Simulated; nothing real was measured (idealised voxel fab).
process module | voxel wiring stack
cross-section cut | 165 nm wide | cells 5 nm
A cross-section is a grid of square cells, given in bands from the top down. A band is one or more rows of cells.
Each band's line starts with the height of the band's top and of its bottom, in nm. Then come its materials from left to right, each with its width in nm. One material with "throughout" fills the band from edge to edge. "air" is empty space.
Height 0 is the level under which the wafer as received is all one material. The lowest band goes on downwards, as in "0 down".
A width such as "30 to 40" changes by the same amount from each row of cells to the next, from the band's top row to its bottom row.
"no change" after a step means that no cell of the cross-section changed.
closed voids: empty space of 8 cells or more with no open way to the top, each as width x height at its distance from the left edge, in nm
after a step's settings: what the simulator itself notes on the step
overlay nm, on a step with a mask: how far to the right of its planned place the mask lay; to the left if negative
plan
1 op RECEIVE | material Si
2 op CONFORMAL_DEP | material SiO2 | thk nm 15
3 op CONFORMAL_DEP | material SiCN | thk nm 5
4 op DIRECTIONAL_DEP | material SiO2 | thk nm 20
5 op PATTERN | tone open | mask id METAL_1 | material resist | width nm 25 | pitch nm 50 | thk nm 20 | overlay nm 0
6 op DIRECTIONAL_ETCH | etch materials SiO2 | depth nm 20
7 op DIRECTIONAL_ETCH | etch materials SiCN | depth nm 5
8 op STRIP | etch materials resist
9 op CONFORMAL_DEP | material TiN | thk nm 5
10 op FILL_DEP | material Cu | thk nm 10
11 op CMP | height nm 40
12 op EPI | material Ru | thk nm 5
13 op FILL_DEP | material SiCN | thk nm 5
14 op DIRECTIONAL_DEP | material SiO2 | thk nm 15
15 op DIRECTIONAL_DEP | material aC | thk nm 10
16 op PATTERN | tone open | mask id PLUG_1 | material resist | width nm 15 | thk nm 25 | overlay nm 0
17 op DIRECTIONAL_ETCH | etch materials aC | depth nm 10
18 op STRIP | etch materials resist
19 op DIRECTIONAL_ETCH | etch materials SiO2 | depth nm 15
20 op DIRECTIONAL_ETCH | etch materials SiCN | depth nm 5
21 op STRIP | etch materials aC
22 op CONFORMAL_DEP | material TiN | thk nm 5
23 op FILL_DEP | material Cu | thk nm 5
24 op CMP | height nm 65
25 op DIRECTIONAL_DEP | material TiN | thk nm 5
26 op DIRECTIONAL_DEP | material W | thk nm 15
27 op MASKED_ETCH | tone cover | mask id METAL_2 | width nm 25 | pitch nm 50 | etch materials W | depth nm 15 | overlay nm 0
28 op MASKED_ETCH | tone cover | mask id METAL_2 | width nm 25 | pitch nm 50 | etch materials TiN | depth nm 5 | overlay nm 0
29 op FILL_DEP | material lowk | thk nm 10
30 op CMP | height nm 85
31 op CONFORMAL_DEP | material SiCN | thk nm 5
32 op DIRECTIONAL_DEP | material lowk | thk nm 25
33 op DIRECTIONAL_DEP | material aC | thk nm 10
34 op PATTERN | tone open | mask id METAL_3_HOLES | material resist | width nm 15 | thk nm 30 | overlay nm 0
35 op DIRECTIONAL_ETCH | etch materials aC | depth nm 10
36 op STRIP | etch materials resist
37 op DIRECTIONAL_ETCH | etch materials lowk | depth nm 25
38 op STRIP | etch materials aC
39 op MASKED_ETCH | tone open | mask id METAL_3 | width nm 25 | pitch nm 50 | etch materials lowk | depth nm 15 | overlay nm 0
40 op MASKED_ETCH | tone open | mask id METAL_3 | width nm 25 | pitch nm 50 | etch materials SiCN | depth nm 5 | overlay nm 0
41 op CONFORMAL_DEP | material TiN | thk nm 5
42 op FILL_DEP | material Ru | thk nm 5
43 op CMP | height nm 115
44 op CONFORMAL_DEP | material SiCN | thk nm 5
45 op DIRECTIONAL_DEP | material SiO2 | thk nm 30
46 op DIRECTIONAL_DEP | material aC | thk nm 15
47 op PATTERN | tone open | mask id METAL_4_HOLES | material resist | width nm 15 | pitch nm 50 | thk nm 30 | overlay nm 0
48 op DIRECTIONAL_ETCH | etch materials aC | depth nm 15
49 op STRIP | etch materials resist
50 op DIRECTIONAL_ETCH | etch materials SiO2 | depth nm 30
51 op STRIP | etch materials aC
52 op DIRECTIONAL_DEP | material aC | thk nm 15
53 op PATTERN | tone open | mask id METAL_4 | material resist | width nm 25 | pitch nm 50 | thk nm 30 | overlay nm -15
54 op DIRECTIONAL_ETCH | etch materials aC | depth nm 15
55 op STRIP | etch materials resist
56 op DIRECTIONAL_ETCH | etch materials SiO2 | depth nm 15
57 op DIRECTIONAL_ETCH | etch materials SiCN | depth nm 5
58 op STRIP | etch materials aC
59 op CONFORMAL_DEP | material TiN | thk nm 5
60 op FILL_DEP | material Cu | thk nm 5
61 op CMP | height nm 150
62 op CONFORMAL_DEP | material SiN | thk nm 5
varied across the wafers: overlay nm of step 53. The plan shows the first wafer's value. All wafers start alike
first wafer as received, after step 1
  0 down: Si throughout
  closed voids: none
first wafer at the end, after step 62
  155 to 150: SiN throughout
  150 to 140: SiO2 30 | TiN 5 | Cu 20 | TiN 5 | SiO2 20 | TiN 5 | Cu 20 | TiN 5 | SiO2 55
  140 to 135: SiO2 30 | TiN 20 | Cu 5 | TiN 5 | SiO2 20 | TiN 20 | Cu 5 | TiN 5 | SiO2 55
  135 to 125: SiO2 45 | TiN 5 | Cu 5 | TiN 5 | SiO2 35 | TiN 5 | Cu 5 | TiN 5 | SiO2 55
  125 to 120: SiO2 45 | TiN 15 | SiO2 35 | TiN 15 | SiO2 55
  120 to 115: SiCN 45 | TiN 10 | SiCN 40 | TiN 10 | SiCN 60
  115 to 105: lowk 45 | TiN 5 | Ru 15 | TiN 5 | lowk 25 | TiN 5 | Ru 15 | TiN 5 | lowk 45
  105 to 100: lowk 45 | TiN 5 | Ru 5 | TiN 15 | lowk 25 | TiN 25 | lowk 45
  100 to 90: lowk 45 | TiN 5 | Ru 5 | TiN 5 | lowk 105
  90 to 85: SiCN 45 | TiN 15 | SiCN 105
  85 to 70: lowk 45 | W 25 | lowk 25 | W 25 | lowk 45
  70 to 65: lowk 45 | TiN 25 | lowk 25 | TiN 25 | lowk 45
  65 to 50: SiO2 45 | TiN 5 | Cu 5 | TiN 5 | SiO2 105
  50 to 45: SiCN 45 | TiN 15 | SiCN 105
  45 to 40: SiCN 40 | Ru 35 | SiCN 15 | Ru 35 | SiCN 40
  40 to 20: SiO2 45 | TiN 5 | Cu 15 | TiN 5 | SiO2 25 | TiN 5 | Cu 15 | TiN 5 | SiO2 45
  20 to 15: SiCN 45 | TiN 25 | SiCN 25 | TiN 25 | SiCN 45
  15 to 0: SiO2 throughout
  0 down: Si throughout
  closed voids: none
last wafer at the end
  155 to 150: SiN throughout
  150 to 140: SiO2 45 | TiN 5 | Cu 30 | TiN 5 | SiO2 10 | TiN 5 | Cu 30 | TiN 5 | SiO2 30
  140 to 135: SiO2 45 | TiN 5 | Cu 5 | TiN 30 | SiO2 10 | TiN 5 | Cu 5 | TiN 30 | SiO2 30
  135 to 125: SiO2 45 | TiN 5 | Cu 5 | TiN 5 | SiO2 35 | TiN 5 | Cu 5 | TiN 5 | SiO2 55
  125 to 120: SiO2 45 | TiN 15 | SiO2 35 | TiN 15 | SiO2 55
  120 to 115: SiCN throughout
  115 to 105: lowk 45 | TiN 5 | Ru 15 | TiN 5 | lowk 25 | TiN 5 | Ru 15 | TiN 5 | lowk 45
  105 to 100: lowk 45 | TiN 5 | Ru 5 | TiN 15 | lowk 25 | TiN 25 | lowk 45
  100 to 90: lowk 45 | TiN 5 | Ru 5 | TiN 5 | lowk 105
  90 to 85: SiCN 45 | TiN 15 | SiCN 105
  85 to 70: lowk 45 | W 25 | lowk 25 | W 25 | lowk 45
  70 to 65: lowk 45 | TiN 25 | lowk 25 | TiN 25 | lowk 45
  65 to 50: SiO2 45 | TiN 5 | Cu 5 | TiN 5 | SiO2 105
  50 to 45: SiCN 45 | TiN 15 | SiCN 105
  45 to 40: SiCN 40 | Ru 35 | SiCN 15 | Ru 35 | SiCN 40
  40 to 20: SiO2 45 | TiN 5 | Cu 15 | TiN 5 | SiO2 25 | TiN 5 | Cu 15 | TiN 5 | SiO2 45
  20 to 15: SiCN 45 | TiN 25 | SiCN 25 | TiN 25 | SiCN 45
  15 to 0: SiO2 throughout
  0 down: Si throughout
  closed voids: none
each wafer at the end: cells of each material gained (+) or lost (-) since it was received, then its closed voids
overlay nm -15 | +49 Cu | +29 Ru | +131 SiCN | +33 SiN | +425 SiO2 | +105 TiN | +30 W | +221 lowk | closed voids: none
overlay nm -10 | +47 Cu | +29 Ru | +129 SiCN | +33 SiN | +431 SiO2 | +103 TiN | +30 W | +221 lowk | closed voids: none
overlay nm -5 | +47 Cu | +29 Ru | +129 SiCN | +33 SiN | +431 SiO2 | +103 TiN | +30 W | +221 lowk | closed voids: none
overlay nm 0 | +47 Cu | +29 Ru | +129 SiCN | +33 SiN | +431 SiO2 | +103 TiN | +30 W | +221 lowk | closed voids: none
overlay nm 5 | +49 Cu | +29 Ru | +131 SiCN | +33 SiN | +425 SiO2 | +105 TiN | +30 W | +221 lowk | closed voids: none
overlay nm 10 | +53 Cu | +29 Ru | +133 SiCN | +33 SiN | +419 SiO2 | +105 TiN | +30 W | +221 lowk | closed voids: none
overlay nm 15 | +57 Cu | +29 Ru | +135 SiCN | +33 SiN | +413 SiO2 | +105 TiN | +30 W | +221 lowk | closed voids: none
